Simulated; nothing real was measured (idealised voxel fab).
The following process module bears the name voxel air gaps.
Xsec cut, 235 nm wide, square cell size 5 nm.
In this document a cross-section is written as a grid of square cells. It is given as a series of bands, listed from the top down, and a band is one or more rows of cells.
Each band's line starts with the height of the band's top and of its bottom, in nm. Then come its materials from left to right, each with its width in nm. One material with "edge to edge" fills the band from edge to edge. "blank" is empty space.
It should be noted that heights are counted from 0, beneath which the wafer as supplied is of one material throughout, and that the lowest band possesses no lower boundary but continues downward, as written in "0 and below".
When a width is written as two numbers, as in "30->40", the first number is the width in the top row of cells of the band and the second is the width in its bottom row, and the width changes by the same amount from each row to the next.
Step note "everything unchanged" = no cross-section cell changed.
"Closed void inventory": empty spaces of 8 cells or more with no open way to the top, each given as width x height at distance, distance from the left edge, all in nm.
Step line, after settings: the simulator's comment on this step.
overlay nm: mask right of planned place by this much (step with mask). Neg. = left.

**plan**
1: RECEIVE: material Si
2: CONFORMAL_DEP: material SiO2, thk nm 10
3: CONFORMAL_DEP: material SiN, thk nm 5
4: DIRECTIONAL_DEP: material SiO2, thk nm 40
5: DIRECTIONAL_DEP: material aC, thk nm 15
6: PATTERN: tone open, mask id LINES, material resist, width nm 25, pitch nm 55, thk nm 30, overlay nm 0
7: DIRECTIONAL_ETCH: etch materials aC, depth nm 15
8: STRIP: etch materials resist
9: DIRECTIONAL_ETCH: etch materials SiO2, depth nm 40
10: STRIP: etch materials aC
11: CONFORMAL_DEP: material TiN, thk nm 5
12: FILL_DEP: material Cu, thk nm 5
13: CMP: height nm 55
14: EPI: material Ru, thk nm 10
15: SELECTIVE_ETCH: etch materials SiO2, depth nm 50
16: CONFORMAL_DEP: material SiCN, thk nm 5

**First out of two wafers; run went to plan**

**Cross-sectional view of the wafer in its as-received condition, corresponding to the state after step 1**
	0 and below = Si edge to edge
	Closed void inventory: none

**The following cross-section depicts the wafer upon completion of step 2**
	10 down to 0 = SiO2 edge to edge
	Everything below 0 is unchanged.

**The following cross-section depicts the wafer upon completion of step 3**
	15 down to 10 = SiN edge to edge
	Everything below 10 is unchanged.

**The following cross-section depicts the wafer upon completion of step 4**
	55 down to 15 = SiO2 edge to edge
	Everything below 15 is unchanged.

**The following cross-section depicts the wafer upon completion of step 5**
	70 down to 55 = aC edge to edge
	Everything below 55 is unchanged.

**The following cross-section depicts the wafer upon completion of step 6**
	100 down to 70 = 20 resist; 25 blank; 30 resist; 25 blank; 30 resist; 25 blank; 30 resist; 25 blank; 25 resist
	Everything below 70 is unchanged.

**The following cross-section depicts the wafer upon completion of step 7**
	85 down to 70 = 20 resist; 25 blank; 30 resist; 25 blank; 30 resist; 25 blank; 30 resist; 25 blank; 25 resist
	70 down to 55 = 20 aC; 25 blank; 30 aC; 25 blank; 30 aC; 25 blank; 30 aC; 25 blank; 25 aC
	Everything below 55 is unchanged.

**The following cross-section depicts the wafer upon completion of step 8**
	70 down to 55 = 20 aC; 25 blank; 30 aC; 25 blank; 30 aC; 25 blank; 30 aC; 25 blank; 25 aC
	Everything below 55 is unchanged.

**The following cross-section depicts the wafer upon completion of step 9**
	70 down to 55 = 20 aC; 25 blank; 30 aC; 25 blank; 30 aC; 25 blank; 30 aC; 25 blank; 25 aC
	55 down to 15 = 20 SiO2; 25 blank; 30 SiO2; 25 blank; 30 SiO2; 25 blank; 30 SiO2; 25 blank; 25 SiO2
	Everything below 15 is unchanged.

**The following cross-section depicts the wafer upon completion of step 10**
	55 down to 15 = 20 SiO2; 25 blank; 30 SiO2; 25 blank; 30 SiO2; 25 blank; 30 SiO2; 25 blank; 25 SiO2
	Everything below 15 is unchanged.

**The following cross-section depicts the wafer upon completion of step 11**
	60 down to 55 = 25 TiN; 15 blank; 40 TiN; 15 blank; 40 TiN; 15 blank; 40 TiN; 15 blank; 30 TiN
	55 down to 20 = 20 SiO2; 5 TiN; 15 blank; 5 TiN; 30 SiO2; 5 TiN; 15 blank; 5 TiN; 30 SiO2; 5 TiN; 15 blank; 5 TiN; 30 SiO2; 5 TiN; 15 blank; 5 TiN; 25 SiO2
	20 down to 15 = 20 SiO2; 25 TiN; 30 SiO2; 25 TiN; 30 SiO2; 25 TiN; 30 SiO2; 25 TiN; 25 SiO2
	Everything below 15 is unchanged.

**The following cross-section depicts the wafer upon completion of step 12**
	65 down to 60 = Cu edge to edge
	60 down to 55 = 25 TiN; 15 Cu; 40 TiN; 15 Cu; 40 TiN; 15 Cu; 40 TiN; 15 Cu; 30 TiN
	55 down to 20 = 20 SiO2; 5 TiN; 15 Cu; 5 TiN; 30 SiO2; 5 TiN; 15 Cu; 5 TiN; 30 SiO2; 5 TiN; 15 Cu; 5 TiN; 30 SiO2; 5 TiN; 15 Cu; 5 TiN; 25 SiO2
	Everything below 20 is unchanged.

**The following cross-section depicts the wafer upon completion of step 13**
	55 down to 20 = 20 SiO2; 5 TiN; 15 Cu; 5 TiN; 30 SiO2; 5 TiN; 15 Cu; 5 TiN; 30 SiO2; 5 TiN; 15 Cu; 5 TiN; 30 SiO2; 5 TiN; 15 Cu; 5 TiN; 25 SiO2
	Everything below 20 is unchanged.

**The following cross-section depicts the wafer upon completion of step 14**
	65 down to 55 = 10 blank; 45 Ru; 10 blank; 45 Ru; 10 blank; 45 Ru; 10 blank; 45 Ru; 15 blank
	Everything below 55 is unchanged.

**The following cross-section depicts the wafer upon completion of step 15**
	65 down to 55 = 10 blank; 45 Ru; 10 blank; 45 Ru; 10 blank; 45 Ru; 10 blank; 45 Ru; 15 blank
	55 down to 20 = 20 blank; 5 TiN; 15 Cu; 5 TiN; 30 blank; 5 TiN; 15 Cu; 5 TiN; 30 blank; 5 TiN; 15 Cu; 5 TiN; 30 blank; 5 TiN; 15 Cu; 5 TiN; 25 blank
	20 down to 15 = 20 blank; 25 TiN; 30 blank; 25 TiN; 30 blank; 25 TiN; 30 blank; 25 TiN; 25 blank
	Everything below 15 is unchanged.

**The following cross-section depicts the wafer upon completion of step 16**
	70 down to 65 = 5 blank; 220 SiCN; 10 blank
	65 down to 55 = 5 blank; 5 SiCN; 45 Ru; 10 SiCN; 45 Ru; 10 SiCN; 45 Ru; 10 SiCN; 45 Ru; 5 SiCN; 10 blank
	55 down to 50 = 5 blank; 15 SiCN; 5 TiN; 15 Cu; 5 TiN; 30 SiCN; 5 TiN; 15 Cu; 5 TiN; 30 SiCN; 5 TiN; 15 Cu; 5 TiN; 30 SiCN; 5 TiN; 15 Cu; 5 TiN; 15 SiCN; 10 blank
	50 down to 20 = 15 blank; 5 SiCN; 5 TiN; 15 Cu; 5 TiN; 5 SiCN; 20 blank; 5 SiCN; 5 TiN; 15 Cu; 5 TiN; 5 SiCN; 20 blank; 5 SiCN; 5 TiN; 15 Cu; 5 TiN; 5 SiCN; 20 blank; 5 SiCN; 5 TiN; 15 Cu; 5 TiN; 5 SiCN; 20 blank
	20 down to 15 = 20 SiCN; 25 TiN; 30 SiCN; 25 TiN; 30 SiCN; 25 TiN; 30 SiCN; 25 TiN; 25 SiCN
	Everything below 15 is unchanged.
	Closed void inventory: 20 x 30 at 50; 20 x 30 at 105; 20 x 30 at 160

**Second Wafer (Identical Start and Plan, One Processing Error; Matches First Wafer Through Step 13)**

**Cross-sectional representation of the second wafer at the time designated in the plan for the completion of step 14**
	75 down to 55 = 230 Ru; 5 blank
	Everything below 55 is unchanged.

**Cross-sectional representation of the second wafer at the time designated in the plan for the completion of step 15**
	75 down to 55 = 230 Ru; 5 blank
	55 down to 20 = 20 SiO2; 5 TiN; 15 Cu; 5 TiN; 30 SiO2; 5 TiN; 15 Cu; 5 TiN; 30 SiO2; 5 TiN; 15 Cu; 5 TiN; 30 SiO2; 5 TiN; 15 Cu; 5 TiN; 25 blank
	20 down to 15 = 20 SiO2; 25 TiN; 30 SiO2; 25 TiN; 30 SiO2; 25 TiN; 30 SiO2; 25 TiN; 25 blank
	Everything below 15 is unchanged.

**Cross-sectional representation of the second wafer at the time designated in the plan for the completion of step 16**
	80 down to 75 = SiCN edge to edge
	75 down to 55 = 230 Ru; 5 SiCN
	55 down to 50 = 20 SiO2; 5 TiN; 15 Cu; 5 TiN; 30 SiO2; 5 TiN; 15 Cu; 5 TiN; 30 SiO2; 5 TiN; 15 Cu; 5 TiN; 30 SiO2; 5 TiN; 15 Cu; 5 TiN; 25 SiCN
	50 down to 20 = 20 SiO2; 5 TiN; 15 Cu; 5 TiN; 30 SiO2; 5 TiN; 15 Cu; 5 TiN; 30 SiO2; 5 TiN; 15 Cu; 5 TiN; 30 SiO2; 5 TiN; 15 Cu; 5 TiN; 5 SiCN; 20 blank
	20 down to 15 = 20 SiO2; 25 TiN; 30 SiO2; 25 TiN; 30 SiO2; 25 TiN; 30 SiO2; 25 TiN; 25 SiCN
	Everything below 15 is unchanged.
	Closed void inventory: 20 x 30 at 215
The mistake made against the process plan was this: yeah, plan step 14 got run twice
Materials where the second wafer ends with more or fewer cells than the first: Ru: 112 more; SiCN: 92 fewer; SiO2: 176 more
So at the end we're looking at 3 closed voids on the first wafer and 1 on the second.
